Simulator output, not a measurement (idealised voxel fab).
Process module under the name voxel gate over fins
Section shown: cut. Width: 220 nm. Cell size: 5 nm, square.
A cross-section is written here as square cells arranged in a grid, and it is given in bands from the top down, each band taking up one or more rows of cells.
Read a band's entry like this: the first values are the height of its top and the height of its bottom in nm, and what follows is the sequence of materials from left to right, each with its width in nm. Note that "blank" is empty space, and that a single material marked "throughout" reaches across the band from edge to edge.
Heights from 0 (as-received wafer is one material below). Bottom band endless downward, as "0 nm and below".
A two-number width, for instance "30->40", indicates that the width is equal to the first number in the top row of the band and to the second number in the bottom row, and that it changes by a constant amount per row of cells.
Reading "nothing changed" for a step: not a cell of the cross-section changed in it.
You'll see "Closed internal voids" listing empty spaces that have no way open to the top, as long as they're 8 cells or more; the notation is width x height at distance, where the distance is from the left edge, and all of it is in nm.
Text after the settings on a step's line: the simulator's own remark on that step.
Regarding "overlay nm": on a step with a mask, it is the distance the mask lay to the right of its planned place; a negative value places it to the left.
**Process steps (planned)**
1,RECEIVE [material Si]
2,CONFORMAL_DEP [material SiN] [thk nm 5]
3,DIRECTIONAL_DEP [material aC] [thk nm 10]
4,PATTERN [tone cover] [mask id FINS] [material resist] [width nm 15] [pitch nm 40] [thk nm 25] [overlay nm 0]
5,DIRECTIONAL_ETCH [etch materials aC] [depth nm 10]
6,STRIP [etch materials resist]
7,DIRECTIONAL_ETCH [etch materials SiN] [depth nm 5]
8,DIRECTIONAL_ETCH [etch materials Si] [depth nm 40]
9,STRIP [etch materials aC]
10,OXIDIZE [depth nm 5]
11,FILL_DEP [material SiO2] [thk nm 5]
12,CMP [height nm 5]
13,SELECTIVE_ETCH [etch materials SiO2] [depth nm 15]
14,STRIP [etch materials SiN]
15,CONFORMAL_DEP [material HfO2] [thk nm 5]
16,CONFORMAL_DEP [material TiN] [thk nm 5]
17,CONFORMAL_DEP [material TiAl] [thk nm 5]
18,CONFORMAL_DEP [material TiN] [thk nm 5]
19,FILL_DEP [material W] [thk nm 10]
20,CMP [height nm 25]
21,CONFORMAL_DEP [material SiCN] [thk nm 10]
**Shown in cross-section is the wafer as received, that is, as it stands after step 1**
* 0 nm and below | Si throughout
* Closed internal voids: none
**Cross-sectional view of the first of the two wafers upon completion of the module, processed in accordance with the plan**
* 35 nm to 25 nm | SiCN throughout
* 25 nm to 20 nm | W throughout
* 20 nm to 15 nm | W (25) | TiN (165) | W (30)
* 15 nm to 10 nm | W (25) | TiN (5) | TiAl (35) | TiN (5) | TiAl (35) | TiN (5) | TiAl (35) | TiN (5) | TiAl (35) | TiN (5) | W (30)
* 10 nm to 5 nm | TiN (30) | TiAl (5) | TiN (25) | TiAl (5) | TiN (5) | TiAl (5) | TiN (25) | TiAl (5) | TiN (5) | TiAl (5) | TiN (25) | TiAl (5) | TiN (5) | TiAl (5) | TiN (25) | TiAl (5) | TiN (35)
* 5 nm to 0 nm | TiAl (35) | TiN (5) | HfO2 (15) | TiN (5) | TiAl (15) | TiN (5) | HfO2 (15) | TiN (5) | TiAl (15) | TiN (5) | HfO2 (15) | TiN (5) | TiAl (15) | TiN (5) | HfO2 (15) | TiN (5) | TiAl (40)
* 0 nm to -5 nm | TiN (40) | HfO2 (5) | Si (5) | HfO2 (5) | TiN (25) | HfO2 (5) | Si (5) | HfO2 (5) | TiN (25) | HfO2 (5) | Si (5) | HfO2 (5) | TiN (25) | HfO2 (5) | Si (5) | HfO2 (5) | TiN (45)
* -5 nm to -10 nm | HfO2 (45) | Si (5) | HfO2 (35) | Si (5) | HfO2 (35) | Si (5) | HfO2 (35) | Si (5) | HfO2 (50)
* -10 nm to -45 nm | SiO2 (45) | Si (5) | SiO2 (35) | Si (5) | SiO2 (35) | Si (5) | SiO2 (35) | Si (5) | SiO2 (50)
* -45 nm and below | Si throughout
* Closed internal voids: none
**What the second wafer looks like in cross-section once the module is done. Its start and its plan matched the first wafer's exactly; what differed was one mistake in how it was run**
* 35 nm to 25 nm | SiCN throughout
* 25 nm to 20 nm | W throughout
* 20 nm to 15 nm | W (25) | TiN (170) | W (25)
* 15 nm to 10 nm | W (25) | TiN (5) | TiAl (160) | TiN (5) | W (25)
* 10 nm to 5 nm | TiN (30) | TiAl (5) | TiN (30) | TiAl (10) | TiN (30) | TiAl (10) | TiN (30) | TiAl (10) | TiN (30) | TiAl (5) | TiN (30)
* 5 nm to 0 nm | TiAl (35) | TiN (5) | HfO2 (20) | TiN (5) | TiAl (10) | TiN (5) | HfO2 (20) | TiN (5) | TiAl (10) | TiN (5) | HfO2 (20) | TiN (5) | TiAl (10) | TiN (5) | HfO2 (20) | TiN (5) | TiAl (35)
* 0 nm to -5 nm | TiN (40) | HfO2 (5) | Si (10) | HfO2 (5) | TiN (20) | HfO2 (5) | Si (10) | HfO2 (5) | TiN (20) | HfO2 (5) | Si (10) | HfO2 (5) | TiN (20) | HfO2 (5) | Si (10) | HfO2 (5) | TiN (40)
* -5 nm to -10 nm | HfO2 (45) | Si (10) | HfO2 (30) | Si (10) | HfO2 (30) | Si (10) | HfO2 (30) | Si (10) | HfO2 (45)
* -10 nm to -45 nm | SiO2 (45) | Si (10) | SiO2 (30) | Si (10) | SiO2 (30) | Si (10) | SiO2 (30) | Si (10) | SiO2 (45)
* -45 nm and below | Si throughout
* Closed internal voids: none
So what did we get wrong on this run? note that step 4 departed from the planned setting and was carried out as PATTERN [tone cover] [mask id FINS] [material resist] [width nm 20] [pitch nm 40] [thk nm 25] [overlay nm 0]
In the final state, the cell counts of the second wafer exceed or fall short of those of the first for the following materials: Si +36, SiO2 -28, TiN -6, W -2
